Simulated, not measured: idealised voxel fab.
This is a process module. Its name is voxel tone inversion.
cross-section cut | 210 nm wide | cells 5 nm
Reading order for cross-sections: top band down to bottom band. Underlying form: a grid of square cells. Band size: one or more rows of cells. Band: top height; bottom height; in nm. Then, left to right: material with width in nm, for each material. "throughout": a single material spanning edge to edge. "blank": empty space. Heights are reckoned from 0. Under this level, the received wafer is all of one material. The bottommost band is open-ended downward, for example "0 down". When a width is written as two numbers, as in "30 to 40", the first number is the width in the top row of cells of the band and the second is the width in its bottom row, and the width changes by the same amount from each row to the next. What does "same as before" mean for a step? It means no cell of the cross-section changed in that step. Look at "Enclosed internal voids" for the closed voids: empty spaces with no open path to the top, sized 8 cells or up. Each is width x height at distance, distance from the left edge, all nm. Text after the settings on a step's line: the simulator's own remark on that step. overlay nm: step with mask; distance mask lay right of planned place; negative value = left of planned place.

Listed below are the process steps as planned
step 1: RECEIVE | material Si
step 2: CONFORMAL_DEP | material SiN | thk nm 5
step 3: DIRECTIONAL_DEP | material polySi | thk nm 20
step 4: PATTERN | tone cover | mask id POSTS | material resist | width nm 20 | pitch nm 45 | thk nm 30 | overlay nm 0
step 5: DIRECTIONAL_ETCH | etch materials polySi | depth nm 20
step 6: STRIP | etch materials resist
step 7: FILL_DEP | material SiO2 | thk nm 5
step 8: CMP | height nm 25
step 9: STRIP | etch materials polySi
step 10: CONFORMAL_DEP | material TiN | thk nm 5
step 11: FILL_DEP | material Cu | thk nm 10
step 12: CMP | height nm 25
step 13: CONFORMAL_DEP | material SiN | thk nm 5

Account of the first of two wafers, which was processed as intended

Incoming wafer, cross-sectional view, post step 1
  0 down = Si throughout
  Enclosed internal voids: none

How the wafer stands in section after step 2
  5 to 0 = SiN throughout
  Everything under 0 stays put, no change at all.

How the wafer stands in section after step 3
  25 to 5 = polySi throughout
  Everything under 5 stays put, no change at all.

How the wafer stands in section after step 4
  55 to 25 = 50 of blank; 20 of resist; 25 of blank; 20 of resist; 25 of blank; 20 of resist; 50 of blank
  Everything under 25 stays put, no change at all.

How the wafer stands in section after step 5
  55 to 25 = 50 of blank; 20 of resist; 25 of blank; 20 of resist; 25 of blank; 20 of resist; 50 of blank
  25 to 5 = 50 of blank; 20 of polySi; 25 of blank; 20 of polySi; 25 of blank; 20 of polySi; 50 of blank
  Everything under 5 stays put, no change at all.

How the wafer stands in section after step 6
  25 to 5 = 50 of blank; 20 of polySi; 25 of blank; 20 of polySi; 25 of blank; 20 of polySi; 50 of blank
  Everything under 5 stays put, no change at all.

How the wafer stands in section after step 7
  30 to 25 = SiO2 throughout
  25 to 5 = 50 of SiO2; 20 of polySi; 25 of SiO2; 20 of polySi; 25 of SiO2; 20 of polySi; 50 of SiO2
  Everything under 5 stays put, no change at all.

How the wafer stands in section after step 8
  25 to 5 = 50 of SiO2; 20 of polySi; 25 of SiO2; 20 of polySi; 25 of SiO2; 20 of polySi; 50 of SiO2
  Everything under 5 stays put, no change at all.

How the wafer stands in section after step 9
  25 to 5 = 50 of SiO2; 20 of blank; 25 of SiO2; 20 of blank; 25 of SiO2; 20 of blank; 50 of SiO2
  Everything under 5 stays put, no change at all.

How the wafer stands in section after step 10
  30 to 25 = 55 of TiN; 10 of blank; 35 of TiN; 10 of blank; 35 of TiN; 10 of blank; 55 of TiN
  25 to 10 = 50 of SiO2; 5 of TiN; 10 of blank; 5 of TiN; 25 of SiO2; 5 of TiN; 10 of blank; 5 of TiN; 25 of SiO2; 5 of TiN; 10 of blank; 5 of TiN; 50 of SiO2
  10 to 5 = 50 of SiO2; 20 of TiN; 25 of SiO2; 20 of TiN; 25 of SiO2; 20 of TiN; 50 of SiO2
  Everything under 5 stays put, no change at all.

How the wafer stands in section after step 11
  40 to 30 = Cu throughout
  30 to 25 = 55 of TiN; 10 of Cu; 35 of TiN; 10 of Cu; 35 of TiN; 10 of Cu; 55 of TiN
  25 to 10 = 50 of SiO2; 5 of TiN; 10 of Cu; 5 of TiN; 25 of SiO2; 5 of TiN; 10 of Cu; 5 of TiN; 25 of SiO2; 5 of TiN; 10 of Cu; 5 of TiN; 50 of SiO2
  Everything under 10 stays put, no change at all.

How the wafer stands in section after step 12
  25 to 10 = 50 of SiO2; 5 of TiN; 10 of Cu; 5 of TiN; 25 of SiO2; 5 of TiN; 10 of Cu; 5 of TiN; 25 of SiO2; 5 of TiN; 10 of Cu; 5 of TiN; 50 of SiO2
  Everything under 10 stays put, no change at all.

How the wafer stands in section after step 13
  30 to 25 = SiN throughout
  Everything under 25 stays put, no change at all.

Wafer two of the pair: same origin, same plan, one error during the run; identical to wafer one up to and including step 12

Second wafer, section view, time point: scheduled end of step 13
  30 to 25 = polySi throughout
  Everything under 25 stays put, no change at all.
Heads up, the wafer didn't run the way we planned it: so step 13 ended up running with a different setting than we planned, it ran as CONFORMAL_DEP | material polySi | thk nm 5
Looking at both finished wafers in cells, the second ends up ahead of or behind the first on some materials: 42 fewer of SiN, 42 more of polySi
